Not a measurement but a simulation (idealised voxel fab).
Process module heading - voxel tone inversion
The figure presents cross-section cut, which has a width of 290 nm and is divided into square cells with an edge length of 5 nm.
When this document writes out a cross-section, it uses a grid of square cells and lists it as bands, beginning at the top and moving down, with a band standing for one or more rows of cells. The band entry comprises the height of the band's top followed by the height of its bottom, expressed in nm, and subsequently the band's materials from left to right, each stated together with its width in nm. Where a single material is marked with the word "throughout", that material fills the band from edge to edge. The word "empty" represents empty space. Height 0 is the level under which the wafer as received is all one material. The lowest band goes on downwards, as in "0..down". Read "30 to 40" as a graded width: first number on top, second number at the bottom, same change between each pair of neighbouring rows. What does "stayed the same" mean for a step? It means no cell of the cross-section changed in that step. Under "Voids, sealed" you'll find the enclosed gaps, the ones with no way out to the top, that are 8 cells or bigger; each reads width x height at distance, with distance counted from the left edge, everything in nm. What comes after the settings on a step's line is commentary from the simulator itself on that step. When a step includes a mask, the "overlay nm" setting on its line states how far to the right of its planned place that mask lay, and negative values state how far to the left.
**These are the steps we planned for the process**
1: RECEIVE | material Si
2: CONFORMAL_DEP | material SiCN | thk nm 5
3: DIRECTIONAL_DEP | material polySi | thk nm 15
4: PATTERN | tone cover | mask id POSTS | material resist | width nm 20 | pitch nm 45 | thk nm 25 | overlay nm 0
5: DIRECTIONAL_ETCH | etch materials polySi | depth nm 15
6: STRIP | etch materials resist
7: FILL_DEP | material SiO2 | thk nm 10
8: CMP | height nm 20
9: STRIP | etch materials polySi
**Delivered wafer in cross-section: state after step 1**
- 0..down: Si throughout
- Voids, sealed: none
**Wafer cross-section at end of module: start and plan as shown above, one execution error**
- 20..15: SiO2 throughout
- 15..0: 110 SiO2 / 20 polySi / 25 SiO2 / 20 polySi / 115 SiO2
- 0..down: Si throughout
- Voids, sealed: none
Nonconformance to the process plan: step 2 in the plan did not get run; it was skipped
